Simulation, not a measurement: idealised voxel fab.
Herein follows the process module entitled voxel ribs on slabs.
The width of the displayed cross-section, cut, is 295 nm; its cells are square, with a size of 5 nm.
How to read a cross-section here: the picture is a grid of square cells, written as bands going from the top down, and any band can span one or more rows of cells.
Within each band entry, the heights of the top and of the bottom of the band appear first, in that order and in nm; the materials of the band then follow from left to right, each with its corresponding width in nm. The designation "throughout" on a single material indicates that it fills the band from edge to edge; the designation "blank" indicates empty space.
Heights are reckoned from 0. Under this level, the received wafer is all of one material. The bottommost band is open-ended downward, for example "0 down".
Width: "30->40" (first number = top row, second number = bottom row, same change from row to row of cells).
"nothing was modified" -> step changed no cross-section cell.
Empty spaces counting at least 8 cells and having no open way to the top are listed in "Encapsulated voids". The notation width x height at distance is used for each, the distance being from the left edge and all three values in nm.
Read whatever lies past the settings on a step's line as the simulator's own remark about the step.
You can add "overlay nm" to a step's line. For a step with a mask, it describes how far the mask lay to the right of its planned position, and a negative number describes a lay to the left.

## Process steps foreseen in the plan
1 RECEIVE: material Si
2 DIRECTIONAL_DEP: material SiO2, thk nm 25
3 DIRECTIONAL_DEP: material SiN, thk nm 25
4 PATTERN: tone cover, mask id RIB, material resist, width nm 15, thk nm 15, overlay nm 0
5 DIRECTIONAL_ETCH: etch materials SiN, depth nm 5
6 STRIP: etch materials resist
7 MASKED_ETCH: tone cover, mask id SLAB, width nm 55, etch materials SiN, depth nm 20, overlay nm 0
8 FILL_DEP: material SiO2, thk nm 30
9 CMP: height nm 70
10 DIRECTIONAL_DEP: material TiN, thk nm 10
11 MASKED_ETCH: tone cover, mask id HEATER, width nm 25, etch materials TiN, depth nm 10, overlay nm 0
12 CONFORMAL_DEP: material SiO2, thk nm 5

## Step 1 complete: cross-section of the wafer as received
> 0 down | Si throughout
> Encapsulated voids: none

## Cross-section, first of two wafers, end of module, run as planned
> 85 to 80 | 130 nm blank; 35 nm SiO2; 130 nm blank
> 80 to 75 | 130 nm blank; 5 nm SiO2; 25 nm TiN; 5 nm SiO2; 130 nm blank
> 75 to 70 | 135 nm SiO2; 25 nm TiN; 135 nm SiO2
> 70 to 50 | SiO2 throughout
> 50 to 45 | 140 nm SiO2; 15 nm SiN; 140 nm SiO2
> 45 to 25 | 120 nm SiO2; 55 nm SiN; 120 nm SiO2
> 25 to 0 | SiO2 throughout
> 0 down | Si throughout
> Encapsulated voids: none

## Wafer two (of two), end-of-module cross-section: start = wafer one, plan = wafer one, one run mistake
> 80 to 70 | 135 nm blank; 25 nm TiN; 135 nm blank
> 70 to 50 | SiO2 throughout
> 50 to 45 | 140 nm SiO2; 15 nm SiN; 140 nm SiO2
> 45 to 25 | 120 nm SiO2; 55 nm SiN; 120 nm SiO2
> 25 to 0 | SiO2 throughout
> 0 down | Si throughout
> Encapsulated voids: none
Where did the run depart from the plan? the plan's step 12 went unexecuted, having been skipped
It is noted that, at the conclusion of processing, the second wafer exhibits a higher or lower cell count for certain materials relative to the first: SiO2 -63
